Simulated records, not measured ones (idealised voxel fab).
Title: Process Module voxel capacitor over wiring
FYI the section here is cut, 205 nm wide, cells are 5 nm squares.
Cross-section format: a grid of square cells, given as bands from top to bottom; each band is one or more rows of cells. First you get the band's top height and its bottom height, in nm, and then the materials it's made of, left to right, with each width in nm. If you see a single material with "all across", that one covers the band edge to edge. "air" is empty space. Height is counted from the level 0, under which the received wafer is composed throughout of one material. The lowest of the bands is not closed at the bottom but continues downward, in the notation "z 0 and below". With a width like "30->40", each row of cells in the band differs from the next by the same amount, the top row carrying the first number and the bottom row the second. Step note "nothing changed" = no cross-section cell changed. "Fully sealed voids" contains a list of empty spaces, each no smaller than 8 cells and without an open way to the top, written in the form width x height at distance with the distance from the left edge and all three in nm. The remark found on a step's line after its settings is issued by the simulator itself and pertains to that step. Regarding "overlay nm": on a step with a mask, it is the distance the mask lay to the right of its planned place; a negative value places it to the left.
These are the steps we planned for the process:
1. op RECEIVE | material Si
2. op CONFORMAL_DEP | material SiO2 | thk nm 15
3. op CONFORMAL_DEP | material SiCN | thk nm 5
4. op DIRECTIONAL_DEP | material lowk | thk nm 25
5. op PATTERN | tone open | mask id METAL_1 | material resist | width nm 30 | pitch nm 80 | thk nm 15 | overlay nm 0
6. op DIRECTIONAL_ETCH | etch materials lowk | depth nm 25
7. op DIRECTIONAL_ETCH | etch materials SiCN | depth nm 5
8. op STRIP | etch materials resist
9. op CONFORMAL_DEP | material TiN | thk nm 5
10. op FILL_DEP | material Cu | thk nm 10
11. op CMP | height nm 45
12. op CONFORMAL_DEP | material SiCN | thk nm 5
13. op DIRECTIONAL_DEP | material SiO2 | thk nm 15
14. op MASKED_ETCH | tone open | mask id PLUG_1 | width nm 15 | etch materials SiO2 | depth nm 15 | overlay nm 0
15. op MASKED_ETCH | tone open | mask id PLUG_1 | width nm 15 | etch materials SiCN | depth nm 5 | overlay nm 0
16. op EPI | material Ru | thk nm 10
17. op EPI | material Ru | thk nm 10
18. op DIRECTIONAL_DEP | material TiN | thk nm 5
19. op DIRECTIONAL_DEP | material SiN | thk nm 5
20. op DIRECTIONAL_DEP | material TiN | thk nm 10
21. op DIRECTIONAL_DEP | material aC | thk nm 10
22. op PATTERN | tone cover | mask id UPPER_PLATE | material resist | width nm 55 | thk nm 25 | overlay nm 0
23. op DIRECTIONAL_ETCH | etch materials aC | depth nm 10
24. op STRIP | etch materials resist
25. op DIRECTIONAL_ETCH | etch materials TiN | depth nm 10
26. op DIRECTIONAL_ETCH | etch materials SiN | depth nm 5
27. op STRIP | etch materials aC
28. op PATTERN | tone cover | mask id LOWER_PLATE | material resist | width nm 65 | thk nm 20 | overlay nm 0
29. op DIRECTIONAL_ETCH | etch materials TiN | depth nm 5
30. op STRIP | etch materials resist
31. op FILL_DEP | material SiO2 | thk nm 15
32. op CMP | height nm 95
33. op PATTERN | tone open | mask id PLUG_2 | material resist | width nm 15 | thk nm 15 | overlay nm 0
34. op DIRECTIONAL_ETCH | etch materials SiO2 | depth nm 10
35. op STRIP | etch materials resist
36. op CONFORMAL_DEP | material TiN | thk nm 5
37. op FILL_DEP | material Cu | thk nm 5
38. op CMP | height nm 95
39. op CONFORMAL_DEP | material SiN | thk nm 5
Here's what the wafer looked like in cross-section when it arrived - that's after step 1:
- z 0 and below | Si all across
- Fully sealed voids: none
One mistake in running the module, otherwise start and plan as above: cross-section at the end:
- z 100 to 95 | SiN all across
- z 95 to 90 | SiO2 70 nm, then TiN 5 nm, then Cu 5 nm, then TiN 5 nm, then SiO2 120 nm
- z 90 to 85 | SiO2 70 nm, then TiN 15 nm, then SiO2 120 nm
- z 85 to 75 | SiO2 65 nm, then TiN 45 nm, then SiO2 95 nm
- z 75 to 70 | SiO2 65 nm, then SiN 45 nm, then SiO2 95 nm
- z 70 to 65 | SiO2 55 nm, then TiN 65 nm, then SiO2 85 nm
- z 65 to 50 | SiO2 60 nm, then Ru 15 nm, then SiO2 130 nm
- z 50 to 45 | SiCN 60 nm, then Ru 15 nm, then SiCN 130 nm
- z 45 to 20 | lowk 45 nm, then TiN 5 nm, then Cu 20 nm, then TiN 5 nm, then lowk 50 nm, then TiN 5 nm, then Cu 20 nm, then TiN 5 nm, then lowk 50 nm
- z 20 to 15 | SiCN 45 nm, then TiN 30 nm, then SiCN 50 nm, then TiN 30 nm, then SiCN 50 nm
- z 15 to 0 | SiO2 all across
- z 0 and below | Si all across
- Fully sealed voids: none
Nonconformance to the process plan: step 22 ran with different settings than intended, the actual operation and settings being op PATTERN | tone cover | mask id UPPER_PLATE | material resist | width nm 45 | thk nm 25 | overlay nm 0
